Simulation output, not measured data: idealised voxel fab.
The document below concerns the process module designated voxel gate over fins.
We display cut, a cross-section 280 nm in width whose square cells are each 5 nm.
Throughout this document, each cross-section is represented as a grid of square cells and is presented as a sequence of bands enumerated from the top downward, where a band comprises one or more rows of cells.
For a band, the entry starts with two heights in nm, that of the top and then that of the bottom, and carries on with the band's materials in order from left to right, each alongside its width in nm; the word "full width" beside a single material means it fills the band edge to edge, and "empty" means empty space.
Note: height 0 marks the level under which the wafer is uniformly one material as received. Lowest band unbounded below, written "0 -> down".
With a width like "30->40", each row of cells in the band differs from the next by the same amount, the top row carrying the first number and the bottom row the second.
"stayed the same" means the step left every cell of the cross-section as it was.
Closed empty spaces (no open way to the top) of 8 cells or more are what "Sealed voids" lists, each as width x height at distance from the left edge, nm for all three.
Anything after a step's settings on that line? It's the simulator's own note about the step.
The "overlay nm" setting may appear on a step's line; for a step that uses a mask, it gives how far to the right of its planned position the mask lay, and a negative value indicates the left.
Process steps foreseen in the plan
1: RECEIVE, material Si
2: CONFORMAL_DEP, material SiN, thk nm 10
3: MASKED_ETCH, tone cover, mask id FINS, width nm 15, pitch nm 45, etch materials SiN, depth nm 10, overlay nm 0
4: MASKED_ETCH, tone cover, mask id FINS, width nm 15, pitch nm 45, etch materials Si, depth nm 30, overlay nm 0
5: OXIDIZE, depth nm 5
6: FILL_DEP, material SiO2, thk nm 5
7: CMP, height nm 10
8: SELECTIVE_ETCH, etch materials SiO2, depth nm 20
9: STRIP, etch materials SiN
10: CONFORMAL_DEP, material HfO2, thk nm 5
11: CONFORMAL_DEP, material TiN, thk nm 5
12: CONFORMAL_DEP, material TiAl, thk nm 5
13: CONFORMAL_DEP, material TiN, thk nm 5
14: FILL_DEP, material W, thk nm 15
15: CMP, height nm 30
16: CONFORMAL_DEP, material SiN, thk nm 10
Incoming wafer in cross-section (state: after step 1)
0 -> down: Si full width
Sealed voids: none
Module complete, cross-section. Starting point and plan per above. One mistake made in running the module
40 -> 30: SiN full width
30 -> 20: W full width
20 -> 15: W 90, then TiN 90, then W 100
15 -> 10: W 90, then TiN 5, then TiAl 35, then TiN 10, then TiAl 35, then TiN 10, then W 95
10 -> 5: TiN 95, then TiAl 5, then TiN 25, then TiAl 10, then TiN 5, then TiAl 5, then TiN 25, then TiAl 10, then TiN 100
5 -> 0: TiAl 100, then TiN 5, then HfO2 15, then TiN 10, then TiAl 15, then TiN 5, then HfO2 15, then TiN 10, then TiAl 105
0 -> -5: TiN 105, then HfO2 5, then Si 5, then HfO2 10, then TiN 25, then HfO2 5, then Si 5, then HfO2 10, then TiN 110
-5 -> -10: HfO2 110, then Si 10, then HfO2 35, then Si 10, then HfO2 115
-10 -> -35: SiO2 110, then Si 10, then SiO2 35, then Si 10, then SiO2 115
-35 -> down: Si full width
Sealed voids: none
Plan not followed: step 3, actual vs plan mismatch, actual run MASKED_ETCH, tone cover, mask id FINS, width nm 15, pitch nm 45, etch materials SiN, depth nm 10, overlay nm -5
